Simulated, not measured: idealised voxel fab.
Title: Process Module voxel gate over fins
Each square cell in cross-section cut measures 5 nm, and the section as a whole is 230 nm wide.
In what follows, cross-sections appear as grids of square cells, described through bands that run from the top down, where every band is one or more rows of cells.
In this notation a band is specified by the heights of its top and bottom, in that order and in nm, after which its materials appear from left to right, each paired with its width in nm. The word "all across" attached to a single material means that material fills the band from edge to edge; the word "empty" stands for empty space.
Counting heights begins at 0, where everything beneath is, in the wafer as received, one material. The lowest band has no bottom; it goes on downwards, as "0 and below" shows.
So if you see something like "30..40" for the width, read it as the top row of the band sitting at the first number and the bottom row at the second, with every row in between moving by the same amount as the last.
"all unchanged" after a step means that no cell of the cross-section changed.
Look at "Entrapped void list" for the closed voids: empty spaces with no open path to the top, sized 8 cells or up. Each is width x height at distance, distance from the left edge, all nm.
Past the settings on a step's line: simulator remark, on that step.
overlay nm: on a step with a mask, how far right of its planned place the mask lay; negative means left.
Listed below are the process steps as planned
- 1: RECEIVE,material Si
- 2: CONFORMAL_DEP,material SiN,thk nm 10
- 3: PATTERN,tone cover,mask id FINS,material resist,width nm 15,pitch nm 50,thk nm 15,overlay nm 0
- 4: DIRECTIONAL_ETCH,etch materials SiN,depth nm 10
- 5: DIRECTIONAL_ETCH,etch materials Si,depth nm 35
- 6: STRIP,etch materials resist
- 7: OXIDIZE,depth nm 5
- 8: FILL_DEP,material SiO2,thk nm 5
- 9: CMP,height nm 10
- 10: DIRECTIONAL_DEP,material aC,thk nm 10
- 11: PATTERN,tone open,mask id RAIL,material resist,width nm 15,thk nm 30,overlay nm 0
- 12: DIRECTIONAL_ETCH,etch materials aC,depth nm 10
- 13: STRIP,etch materials resist
- 14: DIRECTIONAL_ETCH,etch materials SiO2,depth nm 40
- 15: STRIP,etch materials aC
- 16: CONFORMAL_DEP,material TiN,thk nm 5
- 17: FILL_DEP,material W,thk nm 10
- 18: CMP,height nm 10
- 19: SELECTIVE_ETCH,etch materials W Ru TiN,depth nm 25
- 20: FILL_DEP,material SiO2,thk nm 5
- 21: CMP,height nm 10
- 22: SELECTIVE_ETCH,etch materials SiO2,depth nm 20
- 23: STRIP,etch materials SiN
- 24: CONFORMAL_DEP,material HfO2,thk nm 5
- 25: CONFORMAL_DEP,material TiN,thk nm 5
- 26: CONFORMAL_DEP,material TiAl,thk nm 5
- 27: CONFORMAL_DEP,material TiN,thk nm 5
- 28: FILL_DEP,material W,thk nm 15
- 29: CMP,height nm 30
- 30: CONFORMAL_DEP,material SiCN,thk nm 5
Here's what the wafer looked like in cross-section when it arrived - that's after step 1
	0 and below | Si all across
	Entrapped void list: none
End-of-module cross-section. Starting structure and process plan as above; one mistake made in running it
	35 down to 30 | SiCN all across
	30 down to 20 | W all across
	20 down to 15 | 40 W, 150 TiN, 40 W
	15 down to 10 | 40 W, 5 TiN, 40 TiAl, 10 TiN, 40 TiAl, 10 TiN, 40 TiAl, 5 TiN, 40 W
	10 down to 5 | 45 TiN, 5 TiAl, 30 TiN, 5 TiAl, 10 TiN, 5 TiAl, 30 TiN, 5 TiAl, 10 TiN, 5 TiAl, 30 TiN, 5 TiAl, 45 TiN
	5 down to 0 | 50 TiAl, 5 TiN, 20 HfO2, 5 TiN, 20 TiAl, 5 TiN, 20 HfO2, 5 TiN, 20 TiAl, 5 TiN, 20 HfO2, 5 TiN, 50 TiAl
	0 down to -5 | 55 TiN, 5 HfO2, 10 Si, 5 HfO2, 30 TiN, 5 HfO2, 10 Si, 5 HfO2, 30 TiN, 5 HfO2, 10 Si, 5 HfO2, 55 TiN
	-5 down to -10 | 60 HfO2, 10 Si, 40 HfO2, 10 Si, 40 HfO2, 10 Si, 60 HfO2
	-10 down to -15 | 60 SiO2, 10 Si, 40 SiO2, 10 Si, 40 SiO2, 10 Si, 60 SiO2
	-15 down to -25 | 60 SiO2, 10 Si, 10 SiO2, 5 TiN, 5 W, 5 TiN, 15 SiO2, 10 Si, 40 SiO2, 10 Si, 60 SiO2
	-25 down to -30 | 60 SiO2, 10 Si, 10 SiO2, 15 TiN, 15 SiO2, 10 Si, 40 SiO2, 10 Si, 60 SiO2
	-30 down to -40 | 60 SiO2, 10 Si, 40 SiO2, 10 Si, 40 SiO2, 10 Si, 60 SiO2
	-40 and below | Si all across
	Entrapped void list: none
It is concluded that the wafer was processed incorrectly with respect to the plan, in that for step 3, the planned setting was not used; the step was instead run as PATTERN,tone cover,mask id FINS,material resist,width nm 20,pitch nm 50,thk nm 15,overlay nm 0
